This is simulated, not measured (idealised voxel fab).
Process module in this document: voxel tone inversion
This is section cut - it's 210 nm across, gridded in 5 nm square cells.
Heads up, the way a cross-section reads in here is a grid of square cells, handed over as bands from the top down, with every band being one or more rows of cells.
Band: top height; bottom height; in nm. Then, left to right: material with width in nm, for each material. "edge to edge": a single material spanning edge to edge. "empty": empty space.
Height reference: 0 = level under which incoming wafer is all one material. Lowest band: no bottom, runs on downward, e.g. "0 -> down".
Note: "30->40" means the width goes from the first number (top row of the band) to the second number (bottom row) in equal steps per row of cells.
Given "remained unchanged" for a step, no cell of the cross-section differs between before and after that step.
Voids not open to the top, 8 cells minimum: see "Completely enclosed voids". Written width x height at distance; distance is from the left edge; nm.
after a step's settings: what the simulator itself notes on the step
Each step line may optionally specify "overlay nm", which for a step with a mask gives the rightward distance between the mask's planned place and where it lay, a negative value indicating the leftward direction.

HERE'S WHAT THE PLANNED PROCESS STEPS LOOK LIKE
1,op RECEIVE | material Si
2,op CONFORMAL_DEP | material SiN | thk nm 5
3,op DIRECTIONAL_DEP | material polySi | thk nm 20
4,op PATTERN | tone cover | mask id POSTS | material resist | width nm 20 | pitch nm 45 | thk nm 30 | overlay nm 0
5,op DIRECTIONAL_ETCH | etch materials polySi | depth nm 20
6,op STRIP | etch materials resist
7,op FILL_DEP | material SiO2 | thk nm 5
8,op CMP | height nm 25
9,op STRIP | etch materials polySi
10,op CONFORMAL_DEP | material TiN | thk nm 5
11,op FILL_DEP | material Cu | thk nm 10
12,op CMP | height nm 25
13,op CONFORMAL_DEP | material SiN | thk nm 5

RECEIVED-STATE CROSS-SECTION, REFLECTING COMPLETION OF STEP 1
	0 -> down: Si edge to edge
	Completely enclosed voids: none

THE FIRST OF TWO WAFERS, CROSS-SECTIONED AT THE END OF THE MODULE, WITH THE RUN PROCEEDING AS PLANNED
	30 -> 25: SiN edge to edge
	25 -> 10: SiO2=50 / TiN=5 / Cu=10 / TiN=5 / SiO2=25 / TiN=5 / Cu=10 / TiN=5 / SiO2=25 / TiN=5 / Cu=10 / TiN=5 / SiO2=50
	10 -> 5: SiO2=50 / TiN=20 / SiO2=25 / TiN=20 / SiO2=25 / TiN=20 / SiO2=50
	5 -> 0: SiN edge to edge
	0 -> down: Si edge to edge
	Completely enclosed voids: none

CROSS-SECTION OF THE LATTER OF THE TWO WAFERS AT MODULE COMPLETION. IT HAD AN IDENTICAL START AND AN IDENTICAL PLAN TO THE FORMER; IN RUNNING IT, ONE MISTAKE WAS MADE
	30 -> 25: SiN edge to edge
	25 -> 10: SiO2=55 / TiN=5 / Cu=5 / TiN=5 / SiO2=30 / TiN=5 / Cu=5 / TiN=5 / SiO2=30 / TiN=5 / Cu=5 / TiN=5 / SiO2=50
	10 -> 5: SiO2=55 / TiN=15 / SiO2=30 / TiN=15 / SiO2=30 / TiN=15 / SiO2=50
	5 -> 0: SiN edge to edge
	0 -> down: Si edge to edge
	Completely enclosed voids: none
Deviation noted in wafer processing: note that step 4 departed from the planned setting and was carried out as op PATTERN | tone cover | mask id POSTS | material resist | width nm 15 | pitch nm 45 | thk nm 30 | overlay nm 0
Wafer comparison, final, in cells, second relative to first, materials more or fewer: Cu: 9 fewer | SiO2: 12 more | TiN: 3 fewer
